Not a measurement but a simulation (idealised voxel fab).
Process module name: voxel lift off
FYI the section here is cut, 180 nm wide, cells are 5 nm squares.
Throughout this document, each cross-section is represented as a grid of square cells and is presented as a sequence of bands enumerated from the top downward, where a band comprises one or more rows of cells. Within each band entry, the heights of the top and of the bottom of the band appear first, in that order and in nm; the materials of the band then follow from left to right, each with its corresponding width in nm. The designation "everywhere" on a single material indicates that it fills the band from edge to edge; the designation "empty" indicates empty space. It should be noted that heights are counted from 0, beneath which the wafer as supplied is of one material throughout, and that the lowest band possesses no lower boundary but continues downward, as written in "0..down". It should be noted that a width expressed as "30 to 40" varies in equal increments from row to row of cells within the band, taking the value of the first number at the top row and that of the second number at the bottom row. Given "nothing changed" for a step, no cell of the cross-section differs between before and after that step. In "Completely sealed voids" the enclosed voids are listed, meaning empty spaces of 8 cells or larger without any opening to the top. The form is width x height at distance, distance from the left edge, units nm. If you see something after the settings on a step's line, that's the simulator's own remark about that step. What "overlay nm" on a step's line means: if the step has a mask, that mask lay this far to the right of its planned place, or, when the value is negative, to the left.
Process steps (planned)
step 1: RECEIVE,material Si
step 2: CONFORMAL_DEP,material Al2O3,thk nm 10
step 3: PATTERN,tone open,mask id LINES,material resist,width nm 15,pitch nm 40,thk nm 20,overlay nm 0
step 4: DIRECTIONAL_DEP,material Ru,thk nm 10
step 5: STRIP,etch materials resist
step 6: CONFORMAL_DEP,material SiN,thk nm 10
For this document, wafers share an identical start and vary in the step 3 width nm; the plan quotes the first wafer's value.
This is how the first of several wafers looked in cross-section when it arrived, which is after step 1
- 0..down  Si everywhere
- Completely sealed voids: none
Once step 6, the last step, is complete, the module is at its end; this is the cross-section of the first of several wafers
- 30..20  empty (15), then SiN (35), then empty (5), then SiN (35), then empty (5), then SiN (35), then empty (5), then SiN (35), then empty (10)
- 20..10  SiN (25), then Ru (15), then SiN (25), then Ru (15), then SiN (25), then Ru (15), then SiN (25), then Ru (15), then SiN (20)
- 10..0  Al2O3 everywhere
- 0..down  Si everywhere
- Completely sealed voids: none
Last wafer of the set, cross-sectioned at end of module
- 30..20  empty (10), then SiN (165), then empty (5)
- 20..10  SiN (20), then Ru (25), then SiN (15), then Ru (25), then SiN (15), then Ru (25), then SiN (15), then Ru (25), then SiN (15)
- 10..0  Al2O3 everywhere
- 0..down  Si everywhere
- Completely sealed voids: none
Heads up, this table goes wafer by wafer. A row tells you, at the end of the module, how many cells of each material that wafer has put on (+) or dropped (-) since it was received, and then its closed voids
width nm 15 | +72 Al2O3 | +24 Ru | +104 SiN | Completely sealed voids: none
width nm 20 | +72 Al2O3 | +32 Ru | +104 SiN | Completely sealed voids: none
width nm 25 | +72 Al2O3 | +40 Ru | +98 SiN | Completely sealed voids: none
